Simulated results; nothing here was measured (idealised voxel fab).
Name of the process module below: voxel self aligned contacts
Section cut is 230 nm wide and gridded with 5 nm square cells.
For the purposes of this document, a cross-section shall be understood as a grid of square cells, specified as bands listed in top-to-bottom order, each band consisting of one or more rows of cells.
Within each band entry, the heights of the top and of the bottom of the band appear first, in that order and in nm; the materials of the band then follow from left to right, each with its corresponding width in nm. The designation "all across" on a single material indicates that it fills the band from edge to edge; the designation "empty" indicates empty space.
Basically, 0 is our baseline, since under it the wafer straight out of the box is all one material. The bottom band has no lower end and keeps on going down, so it looks like "top 0, no bottom".
You'd read "30 to 40" like this: the band's top row of cells is as wide as the first number, its bottom row is as wide as the second, and going down, every row changes width by the same amount as the row before did.
"nothing changed" for a step: no cell of the cross-section changed in that step.
Closed empty spaces (no open way to the top) of 8 cells or more are what "Fully closed voids" lists, each as width x height at distance from the left edge, nm for all three.
Formally, on a step line, whatever follows the settings is a remark that the simulator itself makes on the step.
overlay nm: step with mask; distance mask lay right of planned place; negative value = left of planned place.
For the reader: what remains of this document is a series of pairs, each showing a cross-section before one process step and a cross-section after that step which reaches down only to the lowest band that changed, with the step between them and its settings set out under the pair. It should not be assumed that a pair continues from the pair above it; the pairs can come from different runs of this module on the same starting wafer, and such continuity exists only where the entry headed "Pre-step profile" says so.

-- Pre-step profile
	top 0, no bottom = Si all across
	Fully closed voids: none

-- Section, Post-Step
	top 0, bottom -5 = SiO2 all across
	No changes below -5.
	Fully closed voids: none
The transition between the preceding cross-sections is accomplished by OXIDIZE [depth nm 5]

Pre-step profile: as shown after the step in the preceding pair, directly above.

-- Section, Post-Step
	top 25, bottom 0 = polySi all across
	No changes below 0.
	Fully closed voids: none
The transition between the preceding cross-sections is accomplished by DIRECTIONAL_DEP [material polySi] [thk nm 25]

Pre-step profile: as shown after the step in the preceding pair, directly above.

-- Section, Post-Step
	top 45, bottom 25 = SiN all across
	No changes below 25.
	Fully closed voids: none
The transition between the preceding cross-sections is accomplished by DIRECTIONAL_DEP [material SiN] [thk nm 20]

Pre-step profile: as shown after the step in the preceding pair, directly above.

-- Section, Post-Step
	top 60, bottom 45 = empty 60  resist 35  empty 35  resist 35  empty 65
	No changes below 45.
	Fully closed voids: none
The transition between the preceding cross-sections is accomplished by PATTERN [tone cover] [mask id GATE] [material resist] [width nm 35] [pitch nm 70] [thk nm 15] [overlay nm 0]

Pre-step profile: as shown after the step in the preceding pair, directly above.

-- Section, Post-Step
	top 60, bottom 45 = empty 60  resist 35  empty 35  resist 35  empty 65
	top 45, bottom 25 = empty 60  SiN 35  empty 35  SiN 35  empty 65
	No changes below 25.
	Fully closed voids: none
The transition between the preceding cross-sections is accomplished by DIRECTIONAL_ETCH [etch materials SiN] [depth nm 20]

Pre-step profile: as shown after the step in the preceding pair, directly above.

-- Section, Post-Step
	top 60, bottom 45 = empty 60  resist 35  empty 35  resist 35  empty 65
	top 45, bottom 25 = empty 60  SiN 35  empty 35  SiN 35  empty 65
	top 25, bottom 0 = empty 60  polySi 35  empty 35  polySi 35  empty 65
	No changes below 0.
	Fully closed voids: none
The transition between the preceding cross-sections is accomplished by DIRECTIONAL_ETCH [etch materials polySi] [depth nm 25]

Pre-step profile: as shown after the step in the preceding pair, directly above.

-- Section, Post-Step
	top 45, bottom 25 = empty 60  SiN 35  empty 35  SiN 35  empty 65
	No changes below 25.
	Fully closed voids: none
The transition between the preceding cross-sections is accomplished by STRIP [etch materials resist]

Pre-step profile: as shown after the step in the preceding pair, directly above.

-- Section, Post-Step
	top 50, bottom 25 = empty 55  SiN 45  empty 25  SiN 45  empty 60
	top 25, bottom 5 = empty 55  SiN 5  polySi 35  SiN 5  empty 25  SiN 5  polySi 35  SiN 5  empty 60
	top 5, bottom 0 = SiN 60  polySi 35  SiN 35  polySi 35  SiN 65
	No changes below 0.
	Fully closed voids: none
The transition between the preceding cross-sections is accomplished by CONFORMAL_DEP [material SiN] [thk nm 5]

Pre-step profile: as shown after the step in the preceding pair, directly above.

-- Section, Post-Step
	top 45, bottom 25 = empty 55  SiN 45  empty 25  SiN 45  empty 60
	top 25, bottom 0 = empty 55  SiN 5  polySi 35  SiN 5  empty 25  SiN 5  polySi 35  SiN 5  empty 60
	No changes below 0.
	Fully closed voids: none
The transition between the preceding cross-sections is accomplished by DIRECTIONAL_ETCH [etch materials SiN] [depth nm 5]

Pre-step profile: as shown after the step in the preceding pair, directly above.

-- Section, Post-Step
	top 60, bottom 45 = SiO2 all across
	top 45, bottom 25 = SiO2 55  SiN 45  SiO2 25  SiN 45  SiO2 60
	top 25, bottom 0 = SiO2 55  SiN 5  polySi 35  SiN 5  SiO2 25  SiN 5  polySi 35  SiN 5  SiO2 60
	No changes below 0.
	Fully closed voids: none
The transition between the preceding cross-sections is accomplished by FILL_DEP [material SiO2] [thk nm 15]

Pre-step profile: as shown after the step in the preceding pair, directly above.

-- Section, Post-Step
	top 50, bottom 45 = SiO2 all across
	No changes below 45.
	Fully closed voids: none
The transition between the preceding cross-sections is accomplished by CMP [height nm 50]

Pre-step profile: as shown after the step in the preceding pair, directly above.

-- Section, Post-Step
	top 50, bottom 45 = SiO2 85  empty 55  SiO2 90
	top 45, bottom 25 = SiO2 55  SiN 45  empty 25  SiN 45  SiO2 60
	top 25, bottom 0 = SiO2 55  SiN 5  polySi 35  SiN 5  empty 25  SiN 5  polySi 35  SiN 5  SiO2 60
	top 0, bottom -5 = SiO2 100  empty 25  SiO2 105
	No changes below -5.
	Fully closed voids: none
The transition between the preceding cross-sections is accomplished by MASKED_ETCH [tone open] [mask id CONTACT] [width nm 55] [etch materials SiO2] [depth nm 55] [overlay nm 0]

Pre-step profile: as shown after the step in the preceding pair, directly above.

-- Section, Post-Step
	top 55, bottom 50 = TiN 90  empty 45  TiN 95
	top 50, bottom 45 = SiO2 85  TiN 20  empty 15  TiN 20  SiO2 90
	top 45, bottom 25 = SiO2 55  SiN 45  TiN 5  empty 15  TiN 5  SiN 45  SiO2 60
	top 25, bottom 0 = SiO2 55  SiN 5  polySi 35  SiN 5  TiN 5  empty 15  TiN 5  SiN 5  polySi 35  SiN 5  SiO2 60
	top 0, bottom -5 = SiO2 100  TiN 25  SiO2 105
	No changes below -5.
	Fully closed voids: none
The transition between the preceding cross-sections is accomplished by CONFORMAL_DEP [material TiN] [thk nm 5]

Pre-step profile: as shown after the step in the preceding pair, directly above.

-- Section, Post-Step
	top 65, bottom 55 = Ru all across
	top 55, bottom 50 = TiN 90  Ru 45  TiN 95
	top 50, bottom 45 = SiO2 85  TiN 20  Ru 15  TiN 20  SiO2 90
	top 45, bottom 25 = SiO2 55  SiN 45  TiN 5  Ru 15  TiN 5  SiN 45  SiO2 60
	top 25, bottom 0 = SiO2 55  SiN 5  polySi 35  SiN 5  TiN 5  Ru 15  TiN 5  SiN 5  polySi 35  SiN 5  SiO2 60
	No changes below 0.
	Fully closed voids: none
The transition between the preceding cross-sections is accomplished by FILL_DEP [material Ru] [thk nm 10]

Pre-step profile: as shown after the step in the preceding pair, directly above.

-- Section, Post-Step
	top 50, bottom 45 = SiO2 85  TiN 20  Ru 15  TiN 20  SiO2 90
	No changes below 45.
	Fully closed voids: none
The transition between the preceding cross-sections is accomplished by CMP [height nm 50]

Pre-step profile: as shown after the step in the preceding pair, directly above.

-- Section, Post-Step
	top 55, bottom 50 = SiCN all across
	No changes below 50.
	Fully closed voids: none
The transition between the preceding cross-sections is accomplished by CONFORMAL_DEP [material SiCN] [thk nm 5]

-- Pre-step profile
	top 65, bottom 55 = Ru all across
	top 55, bottom 50 = TiN 90  Ru 45  TiN 95
	top 50, bottom 45 = SiO2 85  TiN 20  Ru 15  TiN 20  SiO2 90
	top 45, bottom 25 = SiO2 55  SiN 45  TiN 5  Ru 15  TiN 5  SiN 45  SiO2 60
	top 25, bottom 0 = SiO2 55  SiN 5  polySi 35  SiN 5  TiN 5  Ru 15  TiN 5  SiN 5  polySi 35  SiN 5  SiO2 60
	top 0, bottom -5 = SiO2 100  TiN 25  SiO2 105
	top -5, no bottom = Si all across
	Fully closed voids: none

-- Section, Post-Step
	top 70, bottom 65 = SiCN all across
	No changes below 65.
	Fully closed voids: none
The transition between the preceding cross-sections is accomplished by CONFORMAL_DEP [material SiCN] [thk nm 5]

-- Pre-step profile
	top 45, bottom 25 = SiN all across
	top 25, bottom 0 = polySi all across
	top 0, bottom -5 = SiO2 all across
	top -5, no bottom = Si all across
	Fully closed voids: none

-- Section, Post-Step
	top 65, bottom 25 = SiN all across
	No changes below 25.
	Fully closed voids: none
The transition between the preceding cross-sections is accomplished by DIRECTIONAL_DEP [material SiN] [thk nm 20]

Pre-step profile: as shown after the step in the preceding pair, directly above.

-- Section, Post-Step
	top 80, bottom 65 = empty 60  resist 35  empty 35  resist 35  empty 65
	No changes below 65.
	Fully closed voids: none
The transition between the preceding cross-sections is accomplished by PATTERN [tone cover] [mask id GATE] [material resist] [width nm 35] [pitch nm 70] [thk nm 15] [overlay nm 0]

Pre-step profile: as shown after the step in the preceding pair, directly above.

-- Section, Post-Step
	top 80, bottom 65 = empty 60  resist 35  empty 35  resist 35  empty 65
	top 65, bottom 45 = empty 60  SiN 35  empty 35  SiN 35  empty 65
	No changes below 45.
	Fully closed voids: none
The transition between the preceding cross-sections is accomplished by DIRECTIONAL_ETCH [etch materials SiN] [depth nm 20]

Pre-step profile: as shown after the step in the preceding pair, directly above.

-- Section, Post-Step
	top 65, bottom 45 = empty 60  SiN 35  empty 35  SiN 35  empty 65
	No changes below 45.
	Fully closed voids: none
The transition between the preceding cross-sections is accomplished by STRIP [etch materials resist]

Pre-step profile: as shown after the step in the preceding pair, directly above.

-- Section, Post-Step
	top 70, bottom 50 = empty 55  SiN 45  empty 25  SiN 45  empty 60
	top 50, bottom 25 = SiN all across
	No changes below 25.
	Fully closed voids: none
The transition between the preceding cross-sections is accomplished by CONFORMAL_DEP [material SiN] [thk nm 5]

Pre-step profile: as shown after the step in the preceding pair, directly above.

-- Section, Post-Step
	top 65, bottom 45 = empty 55  SiN 45  empty 25  SiN 45  empty 60
	No changes below 45.
	Fully closed voids: none
The transition between the preceding cross-sections is accomplished by DIRECTIONAL_ETCH [etch materials SiN] [depth nm 5]

Pre-step profile: as shown after the step in the preceding pair, directly above.

-- Section, Post-Step
	top 80, bottom 65 = SiO2 all across
	top 65, bottom 45 = SiO2 55  SiN 45  SiO2 25  SiN 45  SiO2 60
	No changes below 45.
	Fully closed voids: none
The transition between the preceding cross-sections is accomplished by FILL_DEP [material SiO2] [thk nm 15]

Pre-step profile: as shown after the step in the preceding pair, directly above.

-- Section, Post-Step
	top 50, bottom 45 = SiO2 55  SiN 45  SiO2 25  SiN 45  SiO2 60
	No changes below 45.
	Fully closed voids: none
The transition between the preceding cross-sections is accomplished by CMP [height nm 50]

Pre-step profile: as shown after the step in the preceding pair, directly above.

-- Section, Post-Step
	top 50, bottom 45 = SiO2 55  SiN 45  empty 25  SiN 45  SiO2 60
	No changes below 45.
	Fully closed voids: none
The transition between the preceding cross-sections is accomplished by MASKED_ETCH [tone open] [mask id CONTACT] [width nm 55] [etch materials SiO2] [depth nm 55] [overlay nm 0]

Pre-step profile: as shown after the step in the preceding pair, directly above.

-- Section, Post-Step
	top 55, bottom 50 = TiN 105  empty 15  TiN 110
	top 50, bottom 45 = SiO2 55  SiN 45  TiN 25  SiN 45  SiO2 60
	No changes below 45.
	Fully closed voids: none
The transition between the preceding cross-sections is accomplished by CONFORMAL_DEP [material TiN] [thk nm 5]

Pre-step profile: as shown after the step in the preceding pair, directly above.

-- Section, Post-Step
	top 65, bottom 55 = Ru all across
	top 55, bottom 50 = TiN 105  Ru 15  TiN 110
	No changes below 50.
	Fully closed voids: none
The transition between the preceding cross-sections is accomplished by FILL_DEP [material Ru] [thk nm 10]

Pre-step profile: as shown after the step in the preceding pair, directly above.

-- Section, Post-Step
	top 50, bottom 45 = SiO2 55  SiN 45  TiN 25  SiN 45  SiO2 60
	No changes below 45.
	Fully closed voids: none
The transition between the preceding cross-sections is accomplished by CMP [height nm 50]

Pre-step profile: as shown after the step in the preceding pair, directly above.

-- Section, Post-Step
	top 55, bottom 50 = SiCN all across
	No changes below 50.
	Fully closed voids: none
The transition between the preceding cross-sections is accomplished by CONFORMAL_DEP [material SiCN] [thk nm 5]

-- Pre-step profile
	top 45, bottom 25 = empty 60  SiN 35  empty 35  SiN 35  empty 65
	top 25, bottom 0 = empty 60  polySi 35  empty 35  polySi 35  empty 65
	top 0, bottom -5 = SiO2 all across
	top -5, no bottom = Si all across
	Fully closed voids: none

-- Section, Post-Step
	top 40, bottom 25 = empty 60  SiN 35  empty 35  SiN 35  empty 65
	No changes below 25.
	Fully closed voids: none
The transition between the preceding cross-sections is accomplished by DIRECTIONAL_ETCH [etch materials SiN] [depth nm 5]

Pre-step profile: as shown after the step in the preceding pair, directly above.

-- Section, Post-Step
	top 45, bottom 25 = empty 55  SiN 45  empty 25  SiN 45  empty 60
	top 25, bottom 5 = empty 55  SiN 5  polySi 35  SiN 5  empty 25  SiN 5  polySi 35  SiN 5  empty 60
	top 5, bottom 0 = SiN 60  polySi 35  SiN 35  polySi 35  SiN 65
	No changes below 0.
	Fully closed voids: none
The transition between the preceding cross-sections is accomplished by CONFORMAL_DEP [material SiN] [thk nm 5]

Pre-step profile: as shown after the step in the preceding pair, directly above.

-- Section, Post-Step
	top 60, bottom 45 = SiO2 all across
	top 45, bottom 25 = SiO2 55  SiN 45  SiO2 25  SiN 45  SiO2 60
	top 25, bottom 5 = SiO2 55  SiN 5  polySi 35  SiN 5  SiO2 25  SiN 5  polySi 35  SiN 5  SiO2 60
	No changes below 5.
	Fully closed voids: none
The transition between the preceding cross-sections is accomplished by FILL_DEP [material SiO2] [thk nm 15]

Pre-step profile: as shown after the step in the preceding pair, directly above.

-- Section, Post-Step
	top 50, bottom 45 = SiO2 all across
	No changes below 45.
	Fully closed voids: none
The transition between the preceding cross-sections is accomplished by CMP [height nm 50]

Pre-step profile: as shown after the step in the preceding pair, directly above.

-- Section, Post-Step
	top 50, bottom 45 = SiO2 85  empty 55  SiO2 90
	top 45, bottom 25 = SiO2 55  SiN 45  empty 25  SiN 45  SiO2 60
	top 25, bottom 5 = SiO2 55  SiN 5  polySi 35  SiN 5  empty 25  SiN 5  polySi 35  SiN 5  SiO2 60
	No changes below 5.
	Fully closed voids: none
The transition between the preceding cross-sections is accomplished by MASKED_ETCH [tone open] [mask id CONTACT] [width nm 55] [etch materials SiO2] [depth nm 55] [overlay nm 0]

Pre-step profile: as shown after the step in the preceding pair, directly above.

-- Section, Post-Step
	top 55, bottom 50 = TiN 90  empty 45  TiN 95
	top 50, bottom 45 = SiO2 85  TiN 20  empty 15  TiN 20  SiO2 90
	top 45, bottom 25 = SiO2 55  SiN 45  TiN 5  empty 15  TiN 5  SiN 45  SiO2 60
	top 25, bottom 10 = SiO2 55  SiN 5  polySi 35  SiN 5  TiN 5  empty 15  TiN 5  SiN 5  polySi 35  SiN 5  SiO2 60
	top 10, bottom 5 = SiO2 55  SiN 5  polySi 35  SiN 5  TiN 25  SiN 5  polySi 35  SiN 5  SiO2 60
	No changes below 5.
	Fully closed voids: none
The transition between the preceding cross-sections is accomplished by CONFORMAL_DEP [material TiN] [thk nm 5]

Pre-step profile: as shown after the step in the preceding pair, directly above.

-- Section, Post-Step
	top 65, bottom 55 = Ru all across
	top 55, bottom 50 = TiN 90  Ru 45  TiN 95
	top 50, bottom 45 = SiO2 85  TiN 20  Ru 15  TiN 20  SiO2 90
	top 45, bottom 25 = SiO2 55  SiN 45  TiN 5  Ru 15  TiN 5  SiN 45  SiO2 60
	top 25, bottom 10 = SiO2 55  SiN 5  polySi 35  SiN 5  TiN 5  Ru 15  TiN 5  SiN 5  polySi 35  SiN 5  SiO2 60
	No changes below 10.
	Fully closed voids: none
The transition between the preceding cross-sections is accomplished by FILL_DEP [material Ru] [thk nm 10]

Pre-step profile: as shown after the step in the preceding pair, directly above.

-- Section, Post-Step
	top 50, bottom 45 = SiO2 85  TiN 20  Ru 15  TiN 20  SiO2 90
	No changes below 45.
	Fully closed voids: none
The transition between the preceding cross-sections is accomplished by CMP [height nm 50]

Pre-step profile: as shown after the step in the preceding pair, directly above.

-- Section, Post-Step
	top 55, bottom 50 = SiCN all across
	No changes below 50.
	Fully closed voids: none
The transition between the preceding cross-sections is accomplished by CONFORMAL_DEP [material SiCN] [thk nm 5]

-- Pre-step profile
	top 65, bottom 55 = Ru all across
	top 55, bottom 50 = TiN 90  Ru 45  TiN 95
	top 50, bottom 45 = SiO2 85  TiN 20  Ru 15  TiN 20  SiO2 90
	top 45, bottom 25 = SiO2 55  SiN 45  TiN 5  Ru 15  TiN 5  SiN 45  SiO2 60
	top 25, bottom 0 = SiO2 55  SiN 5  polySi 35  SiN 5  TiN 5  Ru 15  TiN 5  SiN 5  polySi 35  SiN 5  SiO2 60
	top 0, bottom -5 = SiO2 100  TiN 25  SiO2 105
	top -5, no bottom = Si all across
	Fully closed voids: none

-- Section, Post-Step
	top 40, bottom 25 = SiO2 55  SiN 45  TiN 5  Ru 15  TiN 5  SiN 45  SiO2 60
	No changes below 25.
	Fully closed voids: none
The transition between the preceding cross-sections is accomplished by CMP [height nm 40]

Pre-step profile: as shown after the step in the preceding pair, directly above.

-- Section, Post-Step
	top 45, bottom 40 = SiCN all across
	No changes below 40.
	Fully closed voids: none
The transition between the preceding cross-sections is accomplished by CONFORMAL_DEP [material SiCN] [thk nm 5]

-- Pre-step profile
	top 50, bottom 45 = SiO2 all across
	top 45, bottom 25 = SiO2 55  SiN 45  SiO2 25  SiN 45  SiO2 60
	top 25, bottom 0 = SiO2 55  SiN 5  polySi 35  SiN 5  SiO2 25  SiN 5  polySi 35  SiN 5  SiO2 60
	top 0, bottom -5 = SiO2 all across
	top -5, no bottom = Si all across
	Fully closed voids: none

-- Section, Post-Step
	top 50, bottom 45 = SiO2 80  empty 65  SiO2 85
	top 45, bottom 25 = SiO2 55  SiN 45  empty 25  SiN 45  SiO2 60
	top 25, bottom 0 = SiO2 55  SiN 5  polySi 35  SiN 5  empty 25  SiN 5  polySi 35  SiN 5  SiO2 60
	top 0, bottom -5 = SiO2 100  empty 25  SiO2 105
	No changes below -5.
	Fully closed voids: none
The transition between the preceding cross-sections is accomplished by MASKED_ETCH [tone open] [mask id CONTACT] [width nm 65] [etch materials SiO2] [depth nm 55] [overlay nm 0]

Pre-step profile: as shown after the step in the preceding pair, directly above.

-- Section, Post-Step
	top 55, bottom 50 = TiN 85  empty 55  TiN 90
	top 50, bottom 45 = SiO2 80  TiN 25  empty 15  TiN 25  SiO2 85
	top 45, bottom 25 = SiO2 55  SiN 45  TiN 5  empty 15  TiN 5  SiN 45  SiO2 60
	top 25, bottom 0 = SiO2 55  SiN 5  polySi 35  SiN 5  TiN 5  empty 15  TiN 5  SiN 5  polySi 35  SiN 5  SiO2 60
	top 0, bottom -5 = SiO2 100  TiN 25  SiO2 105
	No changes below -5.
	Fully closed voids: none
The transition between the preceding cross-sections is accomplished by CONFORMAL_DEP [material TiN] [thk nm 5]

Pre-step profile: as shown after the step in the preceding pair, directly above.

-- Section, Post-Step
	top 65, bottom 55 = Ru all across
	top 55, bottom 50 = TiN 85  Ru 55  TiN 90
	top 50, bottom 45 = SiO2 80  TiN 25  Ru 15  TiN 25  SiO2 85
	top 45, bottom 25 = SiO2 55  SiN 45  TiN 5  Ru 15  TiN 5  SiN 45  SiO2 60
	top 25, bottom 0 = SiO2 55  SiN 5  polySi 35  SiN 5  TiN 5  Ru 15  TiN 5  SiN 5  polySi 35  SiN 5  SiO2 60
	No changes below 0.
	Fully closed voids: none
The transition between the preceding cross-sections is accomplished by FILL_DEP [material Ru] [thk nm 10]

Pre-step profile: as shown after the step in the preceding pair, directly above.

-- Section, Post-Step
	top 50, bottom 45 = SiO2 80  TiN 25  Ru 15  TiN 25  SiO2 85
	No changes below 45.
	Fully closed voids: none
The transition between the preceding cross-sections is accomplished by CMP [height nm 50]

Pre-step profile: as shown after the step in the preceding pair, directly above.

-- Section, Post-Step
	top 55, bottom 50 = SiCN all across
	No changes below 50.
	Fully closed voids: none
The transition between the preceding cross-sections is accomplished by CONFORMAL_DEP [material SiCN] [thk nm 5]

-- Pre-step profile
	top 45, bottom 25 = SiN all across
	top 25, bottom 0 = polySi all across
	top 0, bottom -5 = SiO2 all across
	top -5, no bottom = Si all across
	Fully closed voids: none

-- Section, Post-Step
	top 60, bottom 45 = empty 55  resist 35  empty 35  resist 35  empty 70
	No changes below 45.
	Fully closed voids: none
The transition between the preceding cross-sections is accomplished by PATTERN [tone cover] [mask id GATE] [material resist] [width nm 35] [pitch nm 70] [thk nm 15] [overlay nm -5]

Pre-step profile: as shown after the step in the preceding pair, directly above.

-- Section, Post-Step
	top 60, bottom 45 = empty 55  resist 35  empty 35  resist 35  empty 70
	top 45, bottom 25 = empty 55  SiN 35  empty 35  SiN 35  empty 70
	No changes below 25.
	Fully closed voids: none
The transition between the preceding cross-sections is accomplished by DIRECTIONAL_ETCH [etch materials SiN] [depth nm 20]

Pre-step profile: as shown after the step in the preceding pair, directly above.

-- Section, Post-Step
	top 60, bottom 45 = empty 55  resist 35  empty 35  resist 35  empty 70
	top 45, bottom 25 = empty 55  SiN 35  empty 35  SiN 35  empty 70
	top 25, bottom 0 = empty 55  polySi 35  empty 35  polySi 35  empty 70
	No changes below 0.
	Fully closed voids: none
The transition between the preceding cross-sections is accomplished by DIRECTIONAL_ETCH [etch materials polySi] [depth nm 25]

Pre-step profile: as shown after the step in the preceding pair, directly above.

-- Section, Post-Step
	top 45, bottom 25 = empty 55  SiN 35  empty 35  SiN 35  empty 70
	No changes below 25.
	Fully closed voids: none
The transition between the preceding cross-sections is accomplished by STRIP [etch materials resist]

Pre-step profile: as shown after the step in the preceding pair, directly above.

-- Section, Post-Step
	top 50, bottom 25 = empty 50  SiN 45  empty 25  SiN 45  empty 65
	top 25, bottom 5 = empty 50  SiN 5  polySi 35  SiN 5  empty 25  SiN 5  polySi 35  SiN 5  empty 65
	top 5, bottom 0 = SiN 55  polySi 35  SiN 35  polySi 35  SiN 70
	No changes below 0.
	Fully closed voids: none
The transition between the preceding cross-sections is accomplished by CONFORMAL_DEP [material SiN] [thk nm 5]

Pre-step profile: as shown after the step in the preceding pair, directly above.

-- Section, Post-Step
	top 45, bottom 25 = empty 50  SiN 45  empty 25  SiN 45  empty 65
	top 25, bottom 0 = empty 50  SiN 5  polySi 35  SiN 5  empty 25  SiN 5  polySi 35  SiN 5  empty 65
	No changes below 0.
	Fully closed voids: none
The transition between the preceding cross-sections is accomplished by DIRECTIONAL_ETCH [etch materials SiN] [depth nm 5]

Pre-step profile: as shown after the step in the preceding pair, directly above.

-- Section, Post-Step
	top 60, bottom 45 = SiO2 all across
	top 45, bottom 25 = SiO2 50  SiN 45  SiO2 25  SiN 45  SiO2 65
	top 25, bottom 0 = SiO2 50  SiN 5  polySi 35  SiN 5  SiO2 25  SiN 5  polySi 35  SiN 5  SiO2 65
	No changes below 0.
	Fully closed voids: none
The transition between the preceding cross-sections is accomplished by FILL_DEP [material SiO2] [thk nm 15]

Pre-step profile: as shown after the step in the preceding pair, directly above.

-- Section, Post-Step
	top 50, bottom 45 = SiO2 all across
	No changes below 45.
	Fully closed voids: none
The transition between the preceding cross-sections is accomplished by CMP [height nm 50]

Pre-step profile: as shown after the step in the preceding pair, directly above.

-- Section, Post-Step
	top 50, bottom 45 = SiO2 85  empty 55  SiO2 90
	top 45, bottom 25 = SiO2 50  SiN 45  empty 25  SiN 45  SiO2 65
	top 25, bottom 0 = SiO2 50  SiN 5  polySi 35  SiN 5  empty 25  SiN 5  polySi 35  SiN 5  SiO2 65
	top 0, bottom -5 = SiO2 95  empty 25  SiO2 110
	No changes below -5.
	Fully closed voids: none
The transition between the preceding cross-sections is accomplished by MASKED_ETCH [tone open] [mask id CONTACT] [width nm 55] [etch materials SiO2] [depth nm 55] [overlay nm 0]

Pre-step profile: as shown after the step in the preceding pair, directly above.

-- Section, Post-Step
	top 55, bottom 50 = TiN 90  empty 45  TiN 95
	top 50, bottom 45 = SiO2 85  TiN 15  empty 15  TiN 25  SiO2 90
	top 45, bottom 25 = SiO2 50  SiN 45  TiN 5  empty 15  TiN 5  SiN 45  SiO2 65
	top 25, bottom 0 = SiO2 50  SiN 5  polySi 35  SiN 5  TiN 5  empty 15  TiN 5  SiN 5  polySi 35  SiN 5  SiO2 65
	top 0, bottom -5 = SiO2 95  TiN 25  SiO2 110
	No changes below -5.
	Fully closed voids: none
The transition between the preceding cross-sections is accomplished by CONFORMAL_DEP [material TiN] [thk nm 5]

Pre-step profile: as shown after the step in the preceding pair, directly above.

-- Section, Post-Step
	top 65, bottom 55 = Ru all across
	top 55, bottom 50 = TiN 90  Ru 45  TiN 95
	top 50, bottom 45 = SiO2 85  TiN 15  Ru 15  TiN 25  SiO2 90
	top 45, bottom 25 = SiO2 50  SiN 45  TiN 5  Ru 15  TiN 5  SiN 45  SiO2 65
	top 25, bottom 0 = SiO2 50  SiN 5  polySi 35  SiN 5  TiN 5  Ru 15  TiN 5  SiN 5  polySi 35  SiN 5  SiO2 65
	No changes below 0.
	Fully closed voids: none
The transition between the preceding cross-sections is accomplished by FILL_DEP [material Ru] [thk nm 10]

Pre-step profile: as shown after the step in the preceding pair, directly above.

-- Section, Post-Step
	top 50, bottom 45 = SiO2 85  TiN 15  Ru 15  TiN 25  SiO2 90
	No changes below 45.
	Fully closed voids: none
The transition between the preceding cross-sections is accomplished by CMP [height nm 50]

Pre-step profile: as shown after the step in the preceding pair, directly above.

-- Section, Post-Step
	top 55, bottom 50 = SiCN all across
	No changes below 50.
	Fully closed voids: none
The transition between the preceding cross-sections is accomplished by CONFORMAL_DEP [material SiCN] [thk nm 5]

-- Pre-step profile
	top 50, bottom 45 = SiO2 85  empty 55  SiO2 90
	top 45, bottom 25 = SiO2 55  SiN 45  empty 25  SiN 45  SiO2 60
	top 25, bottom 0 = SiO2 55  SiN 5  polySi 35  SiN 5  empty 25  SiN 5  polySi 35  SiN 5  SiO2 60
	top 0, bottom -5 = SiO2 100  empty 25  SiO2 105
	top -5, no bottom = Si all across
	Fully closed voids: none

-- Section, Post-Step
	top 55, bottom 50 = SiN 90  empty 45  SiN 95
	top 50, bottom 45 = SiO2 85  SiN 20  empty 15  SiN 20  SiO2 90
	top 45, bottom 25 = SiO2 55  SiN 50  empty 15  SiN 50  SiO2 60
	top 25, bottom 0 = SiO2 55  SiN 5  polySi 35  SiN 10  empty 15  SiN 10  polySi 35  SiN 5  SiO2 60
	top 0, bottom -5 = SiO2 100  SiN 25  SiO2 105
	No changes below -5.
	Fully closed voids: none
The transition between the preceding cross-sections is accomplished by CONFORMAL_DEP [material SiN] [thk nm 5]

Pre-step profile: as shown after the step in the preceding pair, directly above.

-- Section, Post-Step
	top 65, bottom 55 = Ru all across
	top 55, bottom 50 = SiN 90  Ru 45  SiN 95
	top 50, bottom 45 = SiO2 85  SiN 20  Ru 15  SiN 20  SiO2 90
	top 45, bottom 25 = SiO2 55  SiN 50  Ru 15  SiN 50  SiO2 60
	top 25, bottom 0 = SiO2 55  SiN 5  polySi 35  SiN 10  Ru 15  SiN 10  polySi 35  SiN 5  SiO2 60
	No changes below 0.
	Fully closed voids: none
The transition between the preceding cross-sections is accomplished by FILL_DEP [material Ru] [thk nm 10]

Pre-step profile: as shown after the step in the preceding pair, directly above.

-- Section, Post-Step
	top 50, bottom 45 = SiO2 85  SiN 20  Ru 15  SiN 20  SiO2 90
	No changes below 45.
	Fully closed voids: none
The transition between the preceding cross-sections is accomplished by CMP [height nm 50]

Pre-step profile: as shown after the step in the preceding pair, directly above.

-- Section, Post-Step
	top 55, bottom 50 = SiCN all across
	No changes below 50.
	Fully closed voids: none
The transition between the preceding cross-sections is accomplished by CONFORMAL_DEP [material SiCN] [thk nm 5]

-- Pre-step profile
	top 45, bottom 25 = SiN all across
	top 25, bottom 0 = polySi all across
	top 0, bottom -5 = SiO2 all across
	top -5, no bottom = Si all across
	Fully closed voids: none

-- Section, Post-Step
	top 60, bottom 45 = resist 60  empty 35  resist 35  empty 35  resist 65
	No changes below 45.
	Fully closed voids: none
The transition between the preceding cross-sections is accomplished by PATTERN [tone open] [mask id GATE] [material resist] [width nm 35] [pitch nm 70] [thk nm 15] [overlay nm 0]

Pre-step profile: as shown after the step in the preceding pair, directly above.

-- Section, Post-Step
	top 60, bottom 45 = resist 60  empty 35  resist 35  empty 35  resist 65
	top 45, bottom 25 = SiN 60  empty 35  SiN 35  empty 35  SiN 65
	No changes below 25.
	Fully closed voids: none
The transition between the preceding cross-sections is accomplished by DIRECTIONAL_ETCH [etch materials SiN] [depth nm 20]

Pre-step profile: as shown after the step in the preceding pair, directly above.

-- Section, Post-Step
	top 60, bottom 45 = resist 60  empty 35  resist 35  empty 35  resist 65
	top 45, bottom 25 = SiN 60  empty 35  SiN 35  empty 35  SiN 65
	top 25, bottom 0 = polySi 60  empty 35  polySi 35  empty 35  polySi 65
	No changes below 0.
	Fully closed voids: none
The transition between the preceding cross-sections is accomplished by DIRECTIONAL_ETCH [etch materials polySi] [depth nm 25]

Pre-step profile: as shown after the step in the preceding pair, directly above.

-- Section, Post-Step
	top 45, bottom 25 = SiN 60  empty 35  SiN 35  empty 35  SiN 65
	No changes below 25.
	Fully closed voids: none
The transition between the preceding cross-sections is accomplished by STRIP [etch materials resist]

Pre-step profile: as shown after the step in the preceding pair, directly above.

-- Section, Post-Step
	top 50, bottom 25 = SiN 65  empty 25  SiN 45  empty 25  SiN 70
	top 25, bottom 5 = polySi 60  SiN 5  empty 25  SiN 5  polySi 35  SiN 5  empty 25  SiN 5  polySi 65
	top 5, bottom 0 = polySi 60  SiN 35  polySi 35  SiN 35  polySi 65
	No changes below 0.
	Fully closed voids: none
The transition between the preceding cross-sections is accomplished by CONFORMAL_DEP [material SiN] [thk nm 5]
